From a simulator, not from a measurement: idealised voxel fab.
Process module, titled voxel capacitor over wiring
It is cross-section cut that appears here, measuring 220 nm in width, its square cells being 5 nm in size.
Each cross-section below is a grid of square cells, stated as bands in top-down order, with one or more rows of cells making up each band.
The band entry comprises the height of the band's top followed by the height of its bottom, expressed in nm, and subsequently the band's materials from left to right, each stated together with its width in nm. Where a single material is marked with the word "full width", that material fills the band from edge to edge. The word "blank" represents empty space.
Where do heights start? At 0: under that level the wafer as delivered is made of one material only. And the lowest band has no floor; it just carries on downward, as in "z 0 and below".
A two-number width, for instance "30..40", indicates that the width is equal to the first number in the top row of the band and to the second number in the bottom row, and that it changes by a constant amount per row of cells.
"no alterations made" -> step changed no cross-section cell.
"Fully enclosed voids": empty spaces of 8 cells or more with no open way to the top, each given as width x height at distance, distance from the left edge, all in nm.
Where a step's line continues beyond its settings, the continuation is a remark by the simulator itself on that step.
You can add "overlay nm" to a step's line. For a step with a mask, it describes how far the mask lay to the right of its planned position, and a negative number describes a lay to the left.

THE PROCESS STEPS THAT WERE PLANNED ARE LISTED BELOW
- 1: RECEIVE (material Si)
- 2: CONFORMAL_DEP (material SiO2; thk nm 10)
- 3: DIRECTIONAL_DEP (material TiN; thk nm 5)
- 4: DIRECTIONAL_DEP (material W; thk nm 20)
- 5: MASKED_ETCH (tone cover; mask id METAL_1; width nm 30; pitch nm 100; etch materials W; depth nm 20; overlay nm 0)
- 6: MASKED_ETCH (tone cover; mask id METAL_1; width nm 30; pitch nm 100; etch materials TiN; depth nm 5; overlay nm 0)
- 7: CONFORMAL_DEP (material SiN; thk nm 5)
- 8: FILL_DEP (material lowk; thk nm 10)
- 9: CMP (height nm 35)
- 10: CONFORMAL_DEP (material SiCN; thk nm 5)
- 11: DIRECTIONAL_DEP (material lowk; thk nm 15)
- 12: PATTERN (tone open; mask id PLUG_1; material resist; width nm 15; thk nm 15; overlay nm 0)
- 13: DIRECTIONAL_ETCH (etch materials lowk; depth nm 15)
- 14: DIRECTIONAL_ETCH (etch materials SiCN; depth nm 5)
- 15: STRIP (etch materials resist)
- 16: EPI (material Ru; thk nm 10)
- 17: EPI (material Ru; thk nm 10)
- 18: DIRECTIONAL_DEP (material TiN; thk nm 10)
- 19: DIRECTIONAL_DEP (material Al2O3; thk nm 5)
- 20: DIRECTIONAL_DEP (material TiN; thk nm 5)
- 21: MASKED_ETCH (tone cover; mask id UPPER_PLATE; width nm 75; etch materials TiN; depth nm 5; overlay nm 0)
- 22: MASKED_ETCH (tone cover; mask id UPPER_PLATE; width nm 75; etch materials Al2O3; depth nm 5; overlay nm 0)
- 23: MASKED_ETCH (tone cover; mask id LOWER_PLATE; width nm 85; etch materials TiN; depth nm 10; overlay nm 0)
- 24: FILL_DEP (material SiO2; thk nm 15)
- 25: CMP (height nm 85)
- 26: MASKED_ETCH (tone open; mask id PLUG_2; width nm 15; etch materials SiO2; depth nm 10; overlay nm 0)
- 27: CONFORMAL_DEP (material TiN; thk nm 5)
- 28: FILL_DEP (material W; thk nm 10)
- 29: CMP (height nm 85)
- 30: CONFORMAL_DEP (material SiN; thk nm 5)

BELOW: THE FIRST OF TWO WAFERS, RUN AS PLANNED

INCOMING WAFER IN CROSS-SECTION (STATE: AFTER STEP 1)
z 0 and below: Si full width
Fully enclosed voids: none

UPON COMPLETION OF STEP 2, THE WAFER APPEARS IN CROSS-SECTION AS SHOWN
z 10 to 0: SiO2 full width
Below a height of 0, the structure has not been altered.

UPON COMPLETION OF STEP 3, THE WAFER APPEARS IN CROSS-SECTION AS SHOWN
z 15 to 10: TiN full width
Below a height of 10, the structure has not been altered.

UPON COMPLETION OF STEP 4, THE WAFER APPEARS IN CROSS-SECTION AS SHOWN
z 35 to 15: W full width
Below a height of 15, the structure has not been altered.

UPON COMPLETION OF STEP 5, THE WAFER APPEARS IN CROSS-SECTION AS SHOWN
z 35 to 15: 45 nm blank; 30 nm W; 70 nm blank; 30 nm W; 45 nm blank
Below a height of 15, the structure has not been altered.

UPON COMPLETION OF STEP 6, THE WAFER APPEARS IN CROSS-SECTION AS SHOWN
z 35 to 15: 45 nm blank; 30 nm W; 70 nm blank; 30 nm W; 45 nm blank
z 15 to 10: 45 nm blank; 30 nm TiN; 70 nm blank; 30 nm TiN; 45 nm blank
Below a height of 10, the structure has not been altered.

UPON COMPLETION OF STEP 7, THE WAFER APPEARS IN CROSS-SECTION AS SHOWN
z 40 to 35: 40 nm blank; 40 nm SiN; 60 nm blank; 40 nm SiN; 40 nm blank
z 35 to 15: 40 nm blank; 5 nm SiN; 30 nm W; 5 nm SiN; 60 nm blank; 5 nm SiN; 30 nm W; 5 nm SiN; 40 nm blank
z 15 to 10: 45 nm SiN; 30 nm TiN; 70 nm SiN; 30 nm TiN; 45 nm SiN
Below a height of 10, the structure has not been altered.

UPON COMPLETION OF STEP 8, THE WAFER APPEARS IN CROSS-SECTION AS SHOWN
z 50 to 40: lowk full width
z 40 to 35: 40 nm lowk; 40 nm SiN; 60 nm lowk; 40 nm SiN; 40 nm lowk
z 35 to 15: 40 nm lowk; 5 nm SiN; 30 nm W; 5 nm SiN; 60 nm lowk; 5 nm SiN; 30 nm W; 5 nm SiN; 40 nm lowk
Below a height of 15, the structure has not been altered.

UPON COMPLETION OF STEP 9, THE WAFER APPEARS IN CROSS-SECTION AS SHOWN
z 35 to 15: 40 nm lowk; 5 nm SiN; 30 nm W; 5 nm SiN; 60 nm lowk; 5 nm SiN; 30 nm W; 5 nm SiN; 40 nm lowk
Below a height of 15, the structure has not been altered.

UPON COMPLETION OF STEP 10, THE WAFER APPEARS IN CROSS-SECTION AS SHOWN
z 40 to 35: SiCN full width
Below a height of 35, the structure has not been altered.

UPON COMPLETION OF STEP 11, THE WAFER APPEARS IN CROSS-SECTION AS SHOWN
z 55 to 40: lowk full width
Below a height of 40, the structure has not been altered.

UPON COMPLETION OF STEP 12, THE WAFER APPEARS IN CROSS-SECTION AS SHOWN
z 70 to 55: 60 nm resist; 15 nm blank; 145 nm resist
Below a height of 55, the structure has not been altered.

UPON COMPLETION OF STEP 13, THE WAFER APPEARS IN CROSS-SECTION AS SHOWN
z 70 to 55: 60 nm resist; 15 nm blank; 145 nm resist
z 55 to 40: 60 nm lowk; 15 nm blank; 145 nm lowk
Below a height of 40, the structure has not been altered.

UPON COMPLETION OF STEP 14, THE WAFER APPEARS IN CROSS-SECTION AS SHOWN
z 70 to 55: 60 nm resist; 15 nm blank; 145 nm resist
z 55 to 40: 60 nm lowk; 15 nm blank; 145 nm lowk
z 40 to 35: 60 nm SiCN; 15 nm blank; 145 nm SiCN
Below a height of 35, the structure has not been altered.

UPON COMPLETION OF STEP 15, THE WAFER APPEARS IN CROSS-SECTION AS SHOWN
z 55 to 40: 60 nm lowk; 15 nm blank; 145 nm lowk
Below a height of 40, the structure has not been altered.

UPON COMPLETION OF STEP 16, THE WAFER APPEARS IN CROSS-SECTION AS SHOWN
z 55 to 45: 60 nm lowk; 15 nm blank; 145 nm lowk
z 45 to 40: 60 nm lowk; 15 nm Ru; 145 nm lowk
z 40 to 35: 60 nm SiCN; 15 nm Ru; 145 nm SiCN
Below a height of 35, the structure has not been altered.

UPON COMPLETION OF STEP 17, THE WAFER APPEARS IN CROSS-SECTION AS SHOWN
z 55 to 40: 60 nm lowk; 15 nm Ru; 145 nm lowk
Below a height of 40, the structure has not been altered.

UPON COMPLETION OF STEP 18, THE WAFER APPEARS IN CROSS-SECTION AS SHOWN
z 65 to 55: TiN full width
Below a height of 55, the structure has not been altered.

UPON COMPLETION OF STEP 19, THE WAFER APPEARS IN CROSS-SECTION AS SHOWN
z 70 to 65: Al2O3 full width
Below a height of 65, the structure has not been altered.

UPON COMPLETION OF STEP 20, THE WAFER APPEARS IN CROSS-SECTION AS SHOWN
z 75 to 70: TiN full width
Below a height of 70, the structure has not been altered.

UPON COMPLETION OF STEP 21, THE WAFER APPEARS IN CROSS-SECTION AS SHOWN
z 75 to 70: 60 nm blank; 75 nm TiN; 85 nm blank
Below a height of 70, the structure has not been altered.

UPON COMPLETION OF STEP 22, THE WAFER APPEARS IN CROSS-SECTION AS SHOWN
z 75 to 70: 60 nm blank; 75 nm TiN; 85 nm blank
z 70 to 65: 60 nm blank; 75 nm Al2O3; 85 nm blank
Below a height of 65, the structure has not been altered.

UPON COMPLETION OF STEP 23, THE WAFER APPEARS IN CROSS-SECTION AS SHOWN
z 75 to 70: 60 nm blank; 75 nm TiN; 85 nm blank
z 70 to 65: 60 nm blank; 75 nm Al2O3; 85 nm blank
z 65 to 55: 55 nm blank; 85 nm TiN; 80 nm blank
Below a height of 55, the structure has not been altered.

UPON COMPLETION OF STEP 24, THE WAFER APPEARS IN CROSS-SECTION AS SHOWN
z 90 to 75: SiO2 full width
z 75 to 70: 60 nm SiO2; 75 nm TiN; 85 nm SiO2
z 70 to 65: 60 nm SiO2; 75 nm Al2O3; 85 nm SiO2
z 65 to 55: 55 nm SiO2; 85 nm TiN; 80 nm SiO2
Below a height of 55, the structure has not been altered.

UPON COMPLETION OF STEP 25, THE WAFER APPEARS IN CROSS-SECTION AS SHOWN
z 85 to 75: SiO2 full width
Below a height of 75, the structure has not been altered.

UPON COMPLETION OF STEP 26, THE WAFER APPEARS IN CROSS-SECTION AS SHOWN
z 85 to 75: 70 nm SiO2; 15 nm blank; 135 nm SiO2
Below a height of 75, the structure has not been altered.

UPON COMPLETION OF STEP 27, THE WAFER APPEARS IN CROSS-SECTION AS SHOWN
z 90 to 85: 75 nm TiN; 5 nm blank; 140 nm TiN
z 85 to 80: 70 nm SiO2; 5 nm TiN; 5 nm blank; 5 nm TiN; 135 nm SiO2
z 80 to 70: 70..60 nm SiO2; 15..75 nm TiN; 135..85 nm SiO2
Below a height of 70, the structure has not been altered.

UPON COMPLETION OF STEP 28, THE WAFER APPEARS IN CROSS-SECTION AS SHOWN
z 100 to 90: W full width
z 90 to 85: 75 nm TiN; 5 nm W; 140 nm TiN
z 85 to 80: 70 nm SiO2; 5 nm TiN; 5 nm W; 5 nm TiN; 135 nm SiO2
Below a height of 80, the structure has not been altered.

UPON COMPLETION OF STEP 29, THE WAFER APPEARS IN CROSS-SECTION AS SHOWN
z 85 to 80: 70 nm SiO2; 5 nm TiN; 5 nm W; 5 nm TiN; 135 nm SiO2
Below a height of 80, the structure has not been altered.

UPON COMPLETION OF STEP 30, THE WAFER APPEARS IN CROSS-SECTION AS SHOWN
z 90 to 85: SiN full width
Below a height of 85, the structure has not been altered.

HERE THE SECOND WAFER IS DESCRIBED. ITS START AND ITS PLAN WERE THOSE OF THE FIRST WAFER. ITS RUN CONTAINED ONE MISTAKE. UP TO AND INCLUDING STEP 4, IT DID EXACTLY WHAT THE FIRST WAFER DID

SECOND WAFER CROSS-SECTION, TAKEN AS OF THE TIME THE PLAN SETS FOR STEP 5 TO BE DONE
z 35 to 15: 45 nm W; 30 nm blank; 70 nm W; 30 nm blank; 45 nm W
Below a height of 15, the structure has not been altered.

Second wafer cross-section, taken as of the time the plan sets for step 6 to be done: no alterations made

SECOND WAFER CROSS-SECTION, TAKEN AS OF THE TIME THE PLAN SETS FOR STEP 7 TO BE DONE
z 40 to 35: 50 nm SiN; 20 nm blank; 80 nm SiN; 20 nm blank; 50 nm SiN
z 35 to 20: 45 nm W; 5 nm SiN; 20 nm blank; 5 nm SiN; 70 nm W; 5 nm SiN; 20 nm blank; 5 nm SiN; 45 nm W
z 20 to 15: 45 nm W; 30 nm SiN; 70 nm W; 30 nm SiN; 45 nm W
Below a height of 15, the structure has not been altered.

SECOND WAFER CROSS-SECTION, TAKEN AS OF THE TIME THE PLAN SETS FOR STEP 8 TO BE DONE
z 50 to 40: lowk full width
z 40 to 35: 50 nm SiN; 20 nm lowk; 80 nm SiN; 20 nm lowk; 50 nm SiN
z 35 to 20: 45 nm W; 5 nm SiN; 20 nm lowk; 5 nm SiN; 70 nm W; 5 nm SiN; 20 nm lowk; 5 nm SiN; 45 nm W
Below a height of 20, the structure has not been altered.

SECOND WAFER CROSS-SECTION, TAKEN AS OF THE TIME THE PLAN SETS FOR STEP 9 TO BE DONE
z 35 to 20: 45 nm W; 5 nm SiN; 20 nm lowk; 5 nm SiN; 70 nm W; 5 nm SiN; 20 nm lowk; 5 nm SiN; 45 nm W
Below a height of 20, the structure has not been altered.

SECOND WAFER CROSS-SECTION, TAKEN AS OF THE TIME THE PLAN SETS FOR STEP 10 TO BE DONE
z 40 to 35: SiCN full width
Below a height of 35, the structure has not been altered.

SECOND WAFER CROSS-SECTION, TAKEN AS OF THE TIME THE PLAN SETS FOR STEP 11 TO BE DONE
z 55 to 40: lowk full width
Below a height of 40, the structure has not been altered.

SECOND WAFER CROSS-SECTION, TAKEN AS OF THE TIME THE PLAN SETS FOR STEP 12 TO BE DONE
z 70 to 55: 60 nm resist; 15 nm blank; 145 nm resist
Below a height of 55, the structure has not been altered.

SECOND WAFER CROSS-SECTION, TAKEN AS OF THE TIME THE PLAN SETS FOR STEP 13 TO BE DONE
z 70 to 55: 60 nm resist; 15 nm blank; 145 nm resist
z 55 to 40: 60 nm lowk; 15 nm blank; 145 nm lowk
Below a height of 40, the structure has not been altered.

SECOND WAFER CROSS-SECTION, TAKEN AS OF THE TIME THE PLAN SETS FOR STEP 14 TO BE DONE
z 70 to 55: 60 nm resist; 15 nm blank; 145 nm resist
z 55 to 40: 60 nm lowk; 15 nm blank; 145 nm lowk
z 40 to 35: 60 nm SiCN; 15 nm blank; 145 nm SiCN
Below a height of 35, the structure has not been altered.

SECOND WAFER CROSS-SECTION, TAKEN AS OF THE TIME THE PLAN SETS FOR STEP 15 TO BE DONE
z 55 to 40: 60 nm lowk; 15 nm blank; 145 nm lowk
Below a height of 40, the structure has not been altered.

Second wafer cross-section, taken as of the time the plan sets for step 16 to be done: no alterations made

Second wafer cross-section, taken as of the time the plan sets for step 17 to be done: no alterations made

SECOND WAFER CROSS-SECTION, TAKEN AS OF THE TIME THE PLAN SETS FOR STEP 18 TO BE DONE
z 65 to 55: 60 nm TiN; 15 nm blank; 145 nm TiN
z 55 to 45: 60 nm lowk; 15 nm blank; 145 nm lowk
z 45 to 40: 60 nm lowk; 15 nm TiN; 145 nm lowk
z 40 to 35: 60 nm SiCN; 15 nm TiN; 145 nm SiCN
Below a height of 35, the structure has not been altered.

SECOND WAFER CROSS-SECTION, TAKEN AS OF THE TIME THE PLAN SETS FOR STEP 19 TO BE DONE
z 70 to 65: 60 nm Al2O3; 15 nm blank; 145 nm Al2O3
z 65 to 55: 60 nm TiN; 15 nm blank; 145 nm TiN
z 55 to 50: 60 nm lowk; 15 nm blank; 145 nm lowk
z 50 to 45: 60 nm lowk; 15 nm Al2O3; 145 nm lowk
Below a height of 45, the structure has not been altered.

SECOND WAFER CROSS-SECTION, TAKEN AS OF THE TIME THE PLAN SETS FOR STEP 20 TO BE DONE
z 75 to 70: 60 nm TiN; 15 nm blank; 145 nm TiN
z 70 to 65: 60 nm Al2O3; 15 nm blank; 145 nm Al2O3
z 65 to 55: 60 nm TiN; 15 nm blank; 145 nm TiN
z 55 to 50: 60 nm lowk; 15 nm TiN; 145 nm lowk
Below a height of 50, the structure has not been altered.

SECOND WAFER CROSS-SECTION, TAKEN AS OF THE TIME THE PLAN SETS FOR STEP 21 TO BE DONE
z 75 to 70: 75 nm blank; 60 nm TiN; 85 nm blank
Below a height of 70, the structure has not been altered.

SECOND WAFER CROSS-SECTION, TAKEN AS OF THE TIME THE PLAN SETS FOR STEP 22 TO BE DONE
z 75 to 70: 75 nm blank; 60 nm TiN; 85 nm blank
z 70 to 65: 75 nm blank; 60 nm Al2O3; 85 nm blank
Below a height of 65, the structure has not been altered.

SECOND WAFER CROSS-SECTION, TAKEN AS OF THE TIME THE PLAN SETS FOR STEP 23 TO BE DONE
z 75 to 70: 75 nm blank; 60 nm TiN; 85 nm blank
z 70 to 65: 75 nm blank; 60 nm Al2O3; 85 nm blank
z 65 to 55: 55 nm blank; 5 nm TiN; 15 nm blank; 65 nm TiN; 80 nm blank
Below a height of 55, the structure has not been altered.

SECOND WAFER CROSS-SECTION, TAKEN AS OF THE TIME THE PLAN SETS FOR STEP 24 TO BE DONE
z 90 to 75: SiO2 full width
z 75 to 70: 75 nm SiO2; 60 nm TiN; 85 nm SiO2
z 70 to 65: 75 nm SiO2; 60 nm Al2O3; 85 nm SiO2
z 65 to 55: 55 nm SiO2; 5 nm TiN; 15 nm SiO2; 65 nm TiN; 80 nm SiO2
Below a height of 55, the structure has not been altered.

SECOND WAFER CROSS-SECTION, TAKEN AS OF THE TIME THE PLAN SETS FOR STEP 25 TO BE DONE
z 85 to 75: SiO2 full width
Below a height of 75, the structure has not been altered.

SECOND WAFER CROSS-SECTION, TAKEN AS OF THE TIME THE PLAN SETS FOR STEP 26 TO BE DONE
z 85 to 75: 70 nm SiO2; 15 nm blank; 135 nm SiO2
Below a height of 75, the structure has not been altered.

SECOND WAFER CROSS-SECTION, TAKEN AS OF THE TIME THE PLAN SETS FOR STEP 27 TO BE DONE
z 90 to 85: 75 nm TiN; 5 nm blank; 140 nm TiN
z 85 to 80: 70 nm SiO2; 5 nm TiN; 5 nm blank; 5 nm TiN; 135 nm SiO2
z 80 to 70: 70..75 nm SiO2; 15..60 nm TiN; 135..85 nm SiO2
Below a height of 70, the structure has not been altered.

SECOND WAFER CROSS-SECTION, TAKEN AS OF THE TIME THE PLAN SETS FOR STEP 28 TO BE DONE
z 100 to 90: W full width
z 90 to 85: 75 nm TiN; 5 nm W; 140 nm TiN
z 85 to 80: 70 nm SiO2; 5 nm TiN; 5 nm W; 5 nm TiN; 135 nm SiO2
Below a height of 80, the structure has not been altered.

SECOND WAFER CROSS-SECTION, TAKEN AS OF THE TIME THE PLAN SETS FOR STEP 29 TO BE DONE
z 85 to 80: 70 nm SiO2; 5 nm TiN; 5 nm W; 5 nm TiN; 135 nm SiO2
Below a height of 80, the structure has not been altered.

SECOND WAFER CROSS-SECTION, TAKEN AS OF THE TIME THE PLAN SETS FOR STEP 30 TO BE DONE
z 90 to 85: SiN full width
Below a height of 85, the structure has not been altered.
Want to know what went wrong? in deviation from the planned setting, step 5 was conducted as MASKED_ETCH (tone open; mask id METAL_1; width nm 30; pitch nm 100; etch materials W; depth nm 20; overlay nm 0)
Final comparison by cell count, materials where the second wafer has more or fewer than the first: -12 Ru | -24 SiN | +12 SiO2 | +32 TiN | +80 W | -88 lowk
